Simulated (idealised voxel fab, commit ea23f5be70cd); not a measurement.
Process module, titled voxel capacitor over wiring
cross-section cut | 220 nm wide | cells 5 nm
A cross-section is written here as square cells arranged in a grid, and it is given in bands from the top down, each band taking up one or more rows of cells. Within each band entry, the heights of the top and of the bottom of the band appear first, in that order and in nm; the materials of the band then follow from left to right, each with its corresponding width in nm. The designation "all across" on a single material indicates that it fills the band from edge to edge; the designation "empty" indicates empty space. Ref level 0: as-received wafer is one material below here. Bottom band extends down with no lower bound ("z 0 and below"). The expression "30..40" gives the width at the extremes of the band, the first number at its top row of cells and the second at its bottom row, with the width changing by equal amounts from each row to the next in between. Step note "all unchanged" = no cross-section cell changed. You'll see "Closed internal cavities" listing empty spaces that have no way open to the top, as long as they're 8 cells or more; the notation is width x height at distance, where the distance is from the left edge, and all of it is in nm. after a step's settings: what the simulator itself notes on the step. overlay nm: right-of-plan distance of the mask on a masked step; negative values mean left-of-plan.

These are the steps we planned for the process:
| 1 | RECEIVE (material Si) |
| 2 | CONFORMAL_DEP (material SiO2; thk nm 15) |
| 3 | CONFORMAL_DEP (material SiN; thk nm 5) |
| 4 | DIRECTIONAL_DEP (material SiO2; thk nm 25) |
| 5 | MASKED_ETCH (tone open; mask id METAL_1; width nm 20; pitch nm 80; etch materials SiO2; depth nm 25; overlay nm 0) |
| 6 | MASKED_ETCH (tone open; mask id METAL_1; width nm 20; pitch nm 80; etch materials SiN; depth nm 5; overlay nm 0) |
| 7 | CONFORMAL_DEP (material TiN; thk nm 5) |
| 8 | FILL_DEP (material Ru; thk nm 10) |
| 9 | CMP (height nm 45) |
| 10 | EPI (material Ru; thk nm 5) |
| 11 | FILL_DEP (material SiCN; thk nm 5) |
| 12 | DIRECTIONAL_DEP (material lowk; thk nm 10) |
| 13 | MASKED_ETCH (tone open; mask id PLUG_1; width nm 15; etch materials lowk; depth nm 10; overlay nm 0) |
| 14 | MASKED_ETCH (tone open; mask id PLUG_1; width nm 15; etch materials SiCN; depth nm 5; overlay nm 0) |
| 15 | EPI (material Ru; thk nm 10) |
| 16 | EPI (material Ru; thk nm 5) |
| 17 | DIRECTIONAL_DEP (material TiN; thk nm 10) |
| 18 | DIRECTIONAL_DEP (material Al2O3; thk nm 5) |
| 19 | DIRECTIONAL_DEP (material TiN; thk nm 10) |
| 20 | PATTERN (tone cover; mask id UPPER_PLATE; material resist; width nm 55; thk nm 20; overlay nm 0) |
| 21 | DIRECTIONAL_ETCH (etch materials TiN; depth nm 10) |
| 22 | DIRECTIONAL_ETCH (etch materials Al2O3; depth nm 5) |
| 23 | STRIP (etch materials resist) |
| 24 | DIRECTIONAL_DEP (material aC; thk nm 15) |
| 25 | PATTERN (tone cover; mask id LOWER_PLATE; material resist; width nm 75; thk nm 30; overlay nm 0) |
| 26 | DIRECTIONAL_ETCH (etch materials aC; depth nm 15) |
| 27 | STRIP (etch materials resist) |
| 28 | DIRECTIONAL_ETCH (etch materials TiN; depth nm 10) |
| 29 | STRIP (etch materials aC) |
| 30 | FILL_DEP (material SiO2; thk nm 15) |
| 31 | CMP (height nm 100) |
| 32 | DIRECTIONAL_DEP (material aC; thk nm 15) |
| 33 | PATTERN (tone open; mask id PLUG_2; material resist; width nm 15; thk nm 35; overlay nm 0) |
| 34 | DIRECTIONAL_ETCH (etch materials aC; depth nm 15) |
| 35 | STRIP (etch materials resist) |
| 36 | DIRECTIONAL_ETCH (etch materials SiO2; depth nm 10) |
| 37 | STRIP (etch materials aC) |
| 38 | CONFORMAL_DEP (material TiN; thk nm 5) |
| 39 | FILL_DEP (material Ru; thk nm 5) |
| 40 | CMP (height nm 100) |
| 41 | CONFORMAL_DEP (material SiN; thk nm 5) |
Heads up: all these wafers start the same, and what changes between them is the width nm in step 20. The value you see in the plan is just what the first wafer got.

After step 1, as received: first of several wafers, cross-section:
	z 0 and below: Si all across
	Closed internal cavities: none

Shown in cross-section: the first of several wafers at the end of the module, after its last step, step 41:
	z 105 to 100: SiN all across
	z 100 to 95: SiO2 75 nm; TiN 5 nm; Ru 5 nm; TiN 5 nm; SiO2 130 nm
	z 95 to 90: SiO2 75 nm; TiN 15 nm; SiO2 130 nm
	z 90 to 80: SiO2 70 nm; TiN 55 nm; SiO2 95 nm
	z 80 to 75: SiO2 70 nm; Al2O3 55 nm; SiO2 95 nm
	z 75 to 65: SiO2 60 nm; TiN 75 nm; SiO2 85 nm
	z 65 to 55: lowk 65 nm; Ru 15 nm; lowk 140 nm
	z 55 to 50: SiCN 65 nm; Ru 15 nm; SiCN 140 nm
	z 50 to 45: SiCN 55 nm; Ru 30 nm; SiCN 50 nm; Ru 30 nm; SiCN 55 nm
	z 45 to 20: SiO2 60 nm; TiN 5 nm; Ru 10 nm; TiN 5 nm; SiO2 60 nm; TiN 5 nm; Ru 10 nm; TiN 5 nm; SiO2 60 nm
	z 20 to 15: SiN 60 nm; TiN 20 nm; SiN 60 nm; TiN 20 nm; SiN 60 nm
	z 15 to 0: SiO2 all across
	z 0 and below: Si all across
	Closed internal cavities: none

Final wafer of several, shown in cross-section at the end of the module:
	z 105 to 100: SiN all across
	z 100 to 95: SiO2 75 nm; TiN 5 nm; Ru 5 nm; TiN 5 nm; SiO2 130 nm
	z 95 to 90: SiO2 75 nm; TiN 15 nm; SiO2 130 nm
	z 90 to 80: SiO2 60 nm; TiN 75 nm; SiO2 85 nm
	z 80 to 75: SiO2 60 nm; Al2O3 80 nm; SiO2 80 nm
	z 75 to 65: SiO2 60 nm; TiN 80 nm; SiO2 80 nm
	z 65 to 55: lowk 65 nm; Ru 15 nm; lowk 140 nm
	z 55 to 50: SiCN 65 nm; Ru 15 nm; SiCN 140 nm
	z 50 to 45: SiCN 55 nm; Ru 30 nm; SiCN 50 nm; Ru 30 nm; SiCN 55 nm
	z 45 to 20: SiO2 60 nm; TiN 5 nm; Ru 10 nm; TiN 5 nm; SiO2 60 nm; TiN 5 nm; Ru 10 nm; TiN 5 nm; SiO2 60 nm
	z 20 to 15: SiN 60 nm; TiN 20 nm; SiN 60 nm; TiN 20 nm; SiN 60 nm
	z 15 to 0: SiO2 all across
	z 0 and below: Si all across
	Closed internal cavities: none

For your reference, the table is organized with a row per wafer; each row reflects the wafer at the end of the module, indicating for each material the cells gained (+) or lost (-) since receipt, and thereafter its closed voids:
width nm 55 | +11 Al2O3 | +42 Ru | +73 SiCN | +80 SiN | +551 SiO2 | +85 TiN | +82 lowk | Closed internal cavities: none
width nm 60 | +12 Al2O3 | +42 Ru | +73 SiCN | +80 SiN | +548 SiO2 | +87 TiN | +82 lowk | Closed internal cavities: none
width nm 65 | +13 Al2O3 | +42 Ru | +73 SiCN | +80 SiN | +545 SiO2 | +89 TiN | +82 lowk | Closed internal cavities: none
width nm 70 | +14 Al2O3 | +42 Ru | +73 SiCN | +80 SiN | +542 SiO2 | +91 TiN | +82 lowk | Closed internal cavities: none
width nm 75 | +15 Al2O3 | +42 Ru | +73 SiCN | +80 SiN | +539 SiO2 | +93 TiN | +82 lowk | Closed internal cavities: none
width nm 80 | +16 Al2O3 | +42 Ru | +73 SiCN | +80 SiN | +536 SiO2 | +95 TiN | +82 lowk | Closed internal cavities: none
